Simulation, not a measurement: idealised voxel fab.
process module | voxel lift off
cross-section cut | 230 nm wide | cells 5 nm
A cross-section is a grid of square cells, given in bands from the top down. A band is one or more rows of cells.
Each band's line starts with the height of the band's top and of its bottom, in nm. Then come its materials from left to right, each with its width in nm. One material with "throughout" fills the band from edge to edge. "air" is empty space.
Height 0 is the level under which the wafer as received is all one material. The lowest band goes on downwards, as in "0 down".
A width such as "30 to 40" changes by the same amount from each row of cells to the next, from the band's top row to its bottom row.
"no change" after a step means that no cell of the cross-section changed.
closed voids: empty space of 8 cells or more with no open way to the top, each as width x height at its distance from the left edge, in nm
after a step's settings: what the simulator itself notes on the step
overlay nm, on a step with a mask: how far to the right of its planned place the mask lay; to the left if negative
plan
1 op RECEIVE | material Si
2 op CONFORMAL_DEP | material SiO2 | thk nm 10
3 op PATTERN | tone open | mask id LINES | material resist | width nm 20 | pitch nm 35 | thk nm 20 | overlay nm 0
4 op DIRECTIONAL_DEP | material Ru | thk nm 5
5 op STRIP | etch materials resist
6 op CONFORMAL_DEP | material SiO2 | thk nm 5
as received, after step 1
  0 down: Si throughout
  closed voids: none
a wafer at the end: this start, this plan, one mistake
  15 to 10: air 45 | SiO2 30 | air 5 | SiO2 30 | air 5 | SiO2 30 | air 5 | SiO2 30 | air 50
  10 to 5: SiO2 50 | Ru 20 | SiO2 15 | Ru 20 | SiO2 15 | Ru 20 | SiO2 15 | Ru 20 | SiO2 55
  5 to 0: SiO2 throughout
  0 down: Si throughout
  closed voids: none
what went wrong: step 2 ran as: op CONFORMAL_DEP | material SiO2 | thk nm 5
